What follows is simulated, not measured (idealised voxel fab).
process module | voxel double patterning
cross-section cut | 295 nm wide | cells 5 nm
A cross-section is a grid of square cells, given in bands from the top down. A band is one or more rows of cells.
Each band's line starts with the height of the band's top and of its bottom, in nm. Then come its materials from left to right, each with its width in nm. One material with "throughout" fills the band from edge to edge. "air" is empty space.
Height 0 is the level under which the wafer as received is all one material. The lowest band goes on downwards, as in "0 down".
A width such as "30 to 40" changes by the same amount from each row of cells to the next, from the band's top row to its bottom row.
"no change" after a step means that no cell of the cross-section changed.
closed voids: empty space of 8 cells or more with no open way to the top, each as width x height at its distance from the left edge, in nm
after a step's settings: what the simulator itself notes on the step
overlay nm, on a step with a mask: how far to the right of its planned place the mask lay; to the left if negative
plan
1 op RECEIVE | material Si
2 op CONFORMAL_DEP | material SiO2 | thk nm 10
3 op DIRECTIONAL_DEP | material polySi | thk nm 15
4 op DIRECTIONAL_DEP | material SiCN | thk nm 10
5 op MASKED_ETCH | tone open | mask id FIRST | width nm 15 | pitch nm 50 | etch materials SiCN | depth nm 10 | overlay nm 0
6 op DIRECTIONAL_DEP | material aC | thk nm 15
7 op PATTERN | tone open | mask id SECOND | material resist | width nm 15 | pitch nm 50 | thk nm 35 | overlay nm 0
8 op DIRECTIONAL_ETCH | etch materials aC | depth nm 15
9 op STRIP | etch materials resist
10 op DIRECTIONAL_ETCH | etch materials SiCN | depth nm 10
11 op STRIP | etch materials aC
12 op DIRECTIONAL_ETCH | etch materials polySi | depth nm 15
13 op STRIP | etch materials SiCN
as received, after step 1
  0 down: Si throughout
  closed voids: none
a wafer at the end: this start, this plan, one mistake
  40 to 25: polySi 90 | air 15 | polySi 10 | air 15 | polySi 10 | air 15 | polySi 10 | air 15 | polySi 10 | air 15 | polySi 90
  25 to 10: polySi throughout
  10 to 0: SiO2 throughout
  0 down: Si throughout
  closed voids: none
what went wrong: step 3 was run twice
